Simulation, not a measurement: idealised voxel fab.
This section sets out a process module, namely voxel double patterning.
Square cell edge 5 nm, section width 200 nm, ID cut.
Cross-section = grid of square cells, listed top down in bands; band = one or more rows.
Top, bottom (nm), then materials left to right with widths (nm); lone material tagged "everywhere" fills the whole band edge to edge; "air" = empty space.
Note: height 0 marks the level under which the wafer is uniformly one material as received. Lowest band unbounded below, written "0 -> down".
Width "30->40": first value at the band's top row of cells, second value at its bottom row, equal change from row to row.
Any step labelled "nothing got changed" changed none of the cells in the cross-section.
"Unvented voids" enumerates empty spaces isolated from the top, with no open way to it, that contain at least 8 cells, giving each as width x height at distance from the left edge, all three in nm.
It should be noted that, on the line of a given step, the content following the step's settings is a remark produced by the simulator itself with respect to that step.
overlay nm: where the mask lay relative to plan, measured to the right, on steps with a mask; negatives go left.

[The process steps that were planned are listed below]
- 1: RECEIVE, material Si
- 2: CONFORMAL_DEP, material SiO2, thk nm 10
- 3: DIRECTIONAL_DEP, material polySi, thk nm 10
- 4: DIRECTIONAL_DEP, material SiN, thk nm 5
- 5: MASKED_ETCH, tone open, mask id FIRST, width nm 15, pitch nm 50, etch materials SiN, depth nm 5, overlay nm 0
- 6: PATTERN, tone open, mask id SECOND, material resist, width nm 15, pitch nm 50, thk nm 15, overlay nm 0
- 7: DIRECTIONAL_ETCH, etch materials SiN, depth nm 5
- 8: STRIP, etch materials resist
- 9: DIRECTIONAL_ETCH, etch materials polySi, depth nm 20
- 10: STRIP, etch materials SiN
It is noted that the wafers described herein are identical at the outset and are distinguished by the thk nm of step 3; the value stated in the plan corresponds to the first wafer.

[Cross-section, first of several wafers, as delivered after step 1]
0 -> down | Si everywhere
Unvented voids: none

[The first of several wafers, seen in cross-section after the module's last step, step 10]
20 -> 10 | 40 nm polySi, then 15 nm air, then 10 nm polySi, then 15 nm air, then 10 nm polySi, then 15 nm air, then 10 nm polySi, then 15 nm air, then 10 nm polySi, then 15 nm air, then 45 nm polySi
10 -> 0 | SiO2 everywhere
0 -> down | Si everywhere
Unvented voids: none

[Cross-sectional depiction of the last of several wafers upon completion of the module]
45 -> 25 | 40 nm polySi, then 15 nm air, then 10 nm polySi, then 15 nm air, then 10 nm polySi, then 15 nm air, then 10 nm polySi, then 15 nm air, then 10 nm polySi, then 15 nm air, then 45 nm polySi
25 -> 10 | polySi everywhere
10 -> 0 | SiO2 everywhere
0 -> down | Si everywhere
Unvented voids: none

[Row per wafer, end-of-module: cell gain (+)/loss (-) by material since the wafer came in, then closed voids]
thk nm 10, +80 SiO2, +50 polySi, Unvented voids: none
thk nm 15, +80 SiO2, +75 polySi, Unvented voids: none
thk nm 20, +80 SiO2, +100 polySi, Unvented voids: none
thk nm 25, +80 SiO2, +140 polySi, Unvented voids: none
thk nm 30, +80 SiO2, +180 polySi, Unvented voids: none
thk nm 35, +80 SiO2, +220 polySi, Unvented voids: none
